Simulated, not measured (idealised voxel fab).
The following is a process module called voxel local oxidation.
Square cells of 5 nm make up the cross-section cut, whose width is 240 nm.
Cross-section, as written here: a square-cell grid given band by band from the top down, where a band holds one or more rows of cells. It is stipulated that each band's entry specify, in nanometres, the height of the top of the band and then that of its bottom, followed by the materials of the band in left-to-right sequence, each together with its width in nanometres. A single material marked by the word "full width" is understood to fill the band from edge to edge; the word "air" is understood to denote empty space. Height reference: 0 = level under which incoming wafer is all one material. Lowest band: no bottom, runs on downward, e.g. "0..down". Graded width ("30->40"): value in top row of band = first number; value in bottom row = second number; row-to-row change constant. It should be understood that the words "no change occurred", when stated for a given step, signify that the cross-section underwent no change in any of its cells during that step. The list in "Enclosed void inventory" covers empty spaces of 8 cells or more that cannot reach the top through any open way, and it gives each as width x height at distance; the distance is from the left edge, and width, height and distance are in nm. It should be noted that, on the line of a given step, the content following the step's settings is a remark produced by the simulator itself with respect to that step. "overlay nm" answers the question of how far to the right of plan the mask lay on a step that has a mask, and when it is negative the answer is to the left.
Process steps foreseen in the plan
step 1: op RECEIVE | material Si
step 2: op CONFORMAL_DEP | material SiO2 | thk nm 5
step 3: op CONFORMAL_DEP | material SiN | thk nm 10
step 4: op DIRECTIONAL_DEP | material aC | thk nm 15
step 5: op PATTERN | tone cover | mask id ACTIVE | material resist | width nm 90 | thk nm 35 | overlay nm 0
step 6: op DIRECTIONAL_ETCH | etch materials aC | depth nm 15
step 7: op STRIP | etch materials resist
step 8: op DIRECTIONAL_ETCH | etch materials SiN | depth nm 10
step 9: op STRIP | etch materials aC
step 10: op SELECTIVE_ETCH | etch materials SiO2 | depth nm 5
step 11: op OXIDIZE | depth nm 15
step 12: op STRIP | etch materials SiN
Cross-section of the wafer upon arrival, representing the state reached after step 1
* 0..down  Si full width
* Enclosed void inventory: none
Cross-section at module end, one run error; start and plan unchanged from above
* 5..0  75 nm air / 90 nm SiO2 / 75 nm air
* 0..-15  90 nm SiO2 / 60 nm Si / 90 nm SiO2
* -15..down  Si full width
* Enclosed void inventory: none
What was the processing mistake? rather than as planned, step 5 actually ran as op PATTERN | tone cover | mask id ACTIVE | material resist | width nm 100 | thk nm 35 | overlay nm 0
